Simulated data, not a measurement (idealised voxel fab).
process module | voxel gate over fins
cross-section cut | 300 nm wide | cells 5 nm
A cross-section is a grid of square cells, given in bands from the top down. A band is one or more rows of cells.
Each band's line starts with the height of the band's top and of its bottom, in nm. Then come its materials from left to right, each with its width in nm. One material with "throughout" fills the band from edge to edge. "air" is empty space.
Height 0 is the level under which the wafer as received is all one material. The lowest band goes on downwards, as in "0 down".
A width such as "30 to 40" changes by the same amount from each row of cells to the next, from the band's top row to its bottom row.
"no change" after a step means that no cell of the cross-section changed.
closed voids: empty space of 8 cells or more with no open way to the top, each as width x height at its distance from the left edge, in nm
after a step's settings: what the simulator itself notes on the step
overlay nm, on a step with a mask: how far to the right of its planned place the mask lay; to the left if negative
plan
1 op RECEIVE | material Si
2 op CONFORMAL_DEP | material SiN | thk nm 5
3 op MASKED_ETCH | tone cover | mask id FINS | width nm 15 | pitch nm 40 | etch materials SiN | depth nm 5 | overlay nm 0
4 op MASKED_ETCH | tone cover | mask id FINS | width nm 15 | pitch nm 40 | etch materials Si | depth nm 40 | overlay nm 0
5 op OXIDIZE | depth nm 5
6 op FILL_DEP | material SiO2 | thk nm 15
7 op CMP | height nm 5
8 op SELECTIVE_ETCH | etch materials SiO2 | depth nm 20
9 op STRIP | etch materials SiN
10 op CONFORMAL_DEP | material HfO2 | thk nm 5
11 op CONFORMAL_DEP | material TiN | thk nm 5
12 op FILL_DEP | material W | thk nm 15
13 op CMP | height nm 20
14 op CONFORMAL_DEP | material SiN | thk nm 5
as received, after step 1
  0 down: Si throughout
  closed voids: none
a wafer at the end: this start, this plan, one mistake
  25 to 20: SiN throughout
  20 to 10: W throughout
  10 to 5: W 95 | TiN 25 | W 15 | TiN 25 | W 15 | TiN 25 | W 100
  5 to 0: W 95 | TiN 5 | HfO2 15 | TiN 5 | W 15 | TiN 5 | HfO2 15 | TiN 5 | W 15 | TiN 5 | HfO2 15 | TiN 5 | W 100
  0 to -25: W 95 | TiN 5 | HfO2 5 | Si 5 | HfO2 5 | TiN 5 | W 15 | TiN 5 | HfO2 5 | Si 5 | HfO2 5 | TiN 5 | W 15 | TiN 5 | HfO2 5 | Si 5 | HfO2 5 | TiN 5 | W 100
  -25 to -30: TiN 100 | HfO2 5 | Si 5 | HfO2 5 | TiN 25 | HfO2 5 | Si 5 | HfO2 5 | TiN 25 | HfO2 5 | Si 5 | HfO2 5 | TiN 105
  -30 to -35: HfO2 105 | Si 5 | HfO2 35 | Si 5 | HfO2 35 | Si 5 | HfO2 110
  -35 to -45: SiO2 105 | Si 5 | SiO2 35 | Si 5 | SiO2 35 | Si 5 | SiO2 110
  -45 down: Si throughout
  closed voids: none
what went wrong: step 8 was run twice
